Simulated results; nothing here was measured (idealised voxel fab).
process module | voxel double patterning
cross-section cut | 210 nm wide | cells 5 nm
A cross-section is a grid of square cells, given in bands from the top down. A band is one or more rows of cells.
Each band's line starts with the height of the band's top and of its bottom, in nm. Then come its materials from left to right, each with its width in nm. One material with "throughout" fills the band from edge to edge. "air" is empty space.
Height 0 is the level under which the wafer as received is all one material. The lowest band goes on downwards, as in "0 down".
A width such as "30 to 40" changes by the same amount from each row of cells to the next, from the band's top row to its bottom row.
"no change" after a step means that no cell of the cross-section changed.
closed voids: empty space of 8 cells or more with no open way to the top, each as width x height at its distance from the left edge, in nm
after a step's settings: what the simulator itself notes on the step
overlay nm, on a step with a mask: how far to the right of its planned place the mask lay; to the left if negative
plan
1 op RECEIVE | material Si
2 op CONFORMAL_DEP | material SiO2 | thk nm 5
3 op DIRECTIONAL_DEP | material polySi | thk nm 15
4 op DIRECTIONAL_DEP | material SiN | thk nm 10
5 op PATTERN | tone open | mask id FIRST | material resist | width nm 15 | pitch nm 50 | thk nm 15 | overlay nm 0
6 op DIRECTIONAL_ETCH | etch materials SiN | depth nm 10
7 op STRIP | etch materials resist
8 op MASKED_ETCH | tone open | mask id SECOND | width nm 15 | etch materials SiN | depth nm 10 | overlay nm 0
9 op DIRECTIONAL_ETCH | etch materials polySi | depth nm 15
10 op STRIP | etch materials SiN
as received, after step 1
  0 down: Si throughout
  closed voids: none
first wafer at the end, as planned
  20 to 5: polySi 70 | air 15 | polySi 10 | air 15 | polySi 10 | air 15 | polySi 75
  5 to 0: SiO2 throughout
  0 down: Si throughout
  closed voids: none
second wafer at the end: like start, like plan, one mistake
  20 to 5: polySi 70 | air 15 | polySi 5 | air 25 | polySi 5 | air 15 | polySi 75
  5 to 0: SiO2 throughout
  0 down: Si throughout
  closed voids: none
what went wrong: step 8 ran as: op MASKED_ETCH | tone open | mask id SECOND | width nm 25 | etch materials SiN | depth nm 10 | overlay nm 0
at the end the second wafer has, in cells: 6 fewer of polySi
